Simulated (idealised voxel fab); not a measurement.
process module | voxel ribs on slabs
cross-section cut | 145 nm wide | cells 5 nm
A cross-section is a grid of square cells, given in bands from the top down. A band is one or more rows of cells.
Each band's line starts with the height of the band's top and of its bottom, in nm. Then come its materials from left to right, each with its width in nm. One material with "throughout" fills the band from edge to edge. "air" is empty space.
Height 0 is the level under which the wafer as received is all one material. The lowest band goes on downwards, as in "0 down".
A width such as "30 to 40" changes by the same amount from each row of cells to the next, from the band's top row to its bottom row.
"no change" after a step means that no cell of the cross-section changed.
closed voids: empty space of 8 cells or more with no open way to the top, each as width x height at its distance from the left edge, in nm
after a step's settings: what the simulator itself notes on the step
overlay nm, on a step with a mask: how far to the right of its planned place the mask lay; to the left if negative
plan
1 op RECEIVE | material Si
2 op DIRECTIONAL_DEP | material SiO2 | thk nm 25
3 op DIRECTIONAL_DEP | material polySi | thk nm 25
4 op MASKED_ETCH | tone cover | mask id RIB | width nm 20 | etch materials polySi | depth nm 10 | overlay nm 0
5 op MASKED_ETCH | tone cover | mask id SLAB | width nm 70 | etch materials polySi | depth nm 15 | overlay nm 0
6 op FILL_DEP | material SiO2 | thk nm 20
7 op CMP | height nm 65
8 op DIRECTIONAL_DEP | material W | thk nm 10
9 op DIRECTIONAL_DEP | material aC | thk nm 15
10 op PATTERN | tone cover | mask id HEATER | material resist | width nm 30 | thk nm 30 | overlay nm 0
11 op DIRECTIONAL_ETCH | etch materials aC | depth nm 15
12 op STRIP | etch materials resist
13 op DIRECTIONAL_ETCH | etch materials W | depth nm 10
14 op STRIP | etch materials aC
15 op CONFORMAL_DEP | material SiN | thk nm 10
as received, after step 1
  0 down: Si throughout
  closed voids: none
first wafer at the end, as planned
  85 to 75: air 45 | SiN 50 | air 50
  75 to 65: SiN 55 | W 30 | SiN 60
  65 to 50: SiO2 throughout
  50 to 40: SiO2 60 | polySi 20 | SiO2 65
  40 to 25: SiO2 35 | polySi 70 | SiO2 40
  25 to 0: SiO2 throughout
  0 down: Si throughout
  closed voids: none
second wafer at the end: like start, like plan, one mistake
  85 to 75: air 45 | SiN 50 | air 50
  75 to 65: SiN 55 | W 30 | SiN 60
  65 to 25: SiO2 throughout
  25 to 0: polySi throughout
  0 down: Si throughout
  closed voids: none
what went wrong: steps 2 and 3 were swapped
at the end the second wafer has, in cells: 95 fewer of SiO2 | 95 more of polySi
